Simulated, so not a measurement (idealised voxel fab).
process module | voxel trench capacitor
cross-section cut | 205 nm wide | cells 5 nm
A cross-section is a grid of square cells, given in bands from the top down. A band is one or more rows of cells.
Each band's line starts with the height of the band's top and of its bottom, in nm. Then come its materials from left to right, each with its width in nm. One material with "throughout" fills the band from edge to edge. "air" is empty space.
Height 0 is the level under which the wafer as received is all one material. The lowest band goes on downwards, as in "0 down".
A width such as "30 to 40" changes by the same amount from each row of cells to the next, from the band's top row to its bottom row.
"no change" after a step means that no cell of the cross-section changed.
closed voids: empty space of 8 cells or more with no open way to the top, each as width x height at its distance from the left edge, in nm
after a step's settings: what the simulator itself notes on the step
overlay nm, on a step with a mask: how far to the right of its planned place the mask lay; to the left if negative
plan
1 op RECEIVE | material Si
2 op CONFORMAL_DEP | material SiN | thk nm 10
3 op MASKED_ETCH | tone open | mask id TRENCH | width nm 25 | pitch nm 45 | etch materials SiN | depth nm 10 | overlay nm 0
4 op MASKED_ETCH | tone open | mask id TRENCH | width nm 25 | pitch nm 45 | etch materials Si | depth nm 25 | overlay nm 0
5 op CONFORMAL_DEP | material Al2O3 | thk nm 5
6 op FILL_DEP | material polySi | thk nm 5
7 op CMP | height nm 10
first wafer, as planned
as received, after step 1
  0 down: Si throughout
  closed voids: none
after step 2
  10 to 0: SiN throughout
  below 0: unchanged
after step 3
  10 to 0: SiN 65 | air 25 | SiN 20 | air 25 | SiN 70
  below 0: unchanged
after step 4
  10 to 0: SiN 65 | air 25 | SiN 20 | air 25 | SiN 70
  0 to -25: Si 65 | air 25 | Si 20 | air 25 | Si 70
  below -25: unchanged
after step 5
  15 to 10: Al2O3 70 | air 15 | Al2O3 30 | air 15 | Al2O3 75
  10 to 0: SiN 65 | Al2O3 5 | air 15 | Al2O3 5 | SiN 20 | Al2O3 5 | air 15 | Al2O3 5 | SiN 70
  0 to -20: Si 65 | Al2O3 5 | air 15 | Al2O3 5 | Si 20 | Al2O3 5 | air 15 | Al2O3 5 | Si 70
  -20 to -25: Si 65 | Al2O3 25 | Si 20 | Al2O3 25 | Si 70
  below -25: unchanged
after step 6
  20 to 15: polySi throughout
  15 to 10: Al2O3 70 | polySi 15 | Al2O3 30 | polySi 15 | Al2O3 75
  10 to 0: SiN 65 | Al2O3 5 | polySi 15 | Al2O3 5 | SiN 20 | Al2O3 5 | polySi 15 | Al2O3 5 | SiN 70
  0 to -20: Si 65 | Al2O3 5 | polySi 15 | Al2O3 5 | Si 20 | Al2O3 5 | polySi 15 | Al2O3 5 | Si 70
  below -20: unchanged
after step 7
  10 to 0: SiN 65 | Al2O3 5 | polySi 15 | Al2O3 5 | SiN 20 | Al2O3 5 | polySi 15 | Al2O3 5 | SiN 70
  below 0: unchanged
second wafer: like start, like plan, one mistake. Through step 6 it matches the first wafer
when step 7 should have ended
  15 to 10: Al2O3 70 | polySi 15 | Al2O3 30 | polySi 15 | Al2O3 75
  below 10: unchanged
what went wrong: step 7 ran as: op CMP | height nm 15
at the end the second wafer has, in cells: 35 more of Al2O3 | 6 more of polySi
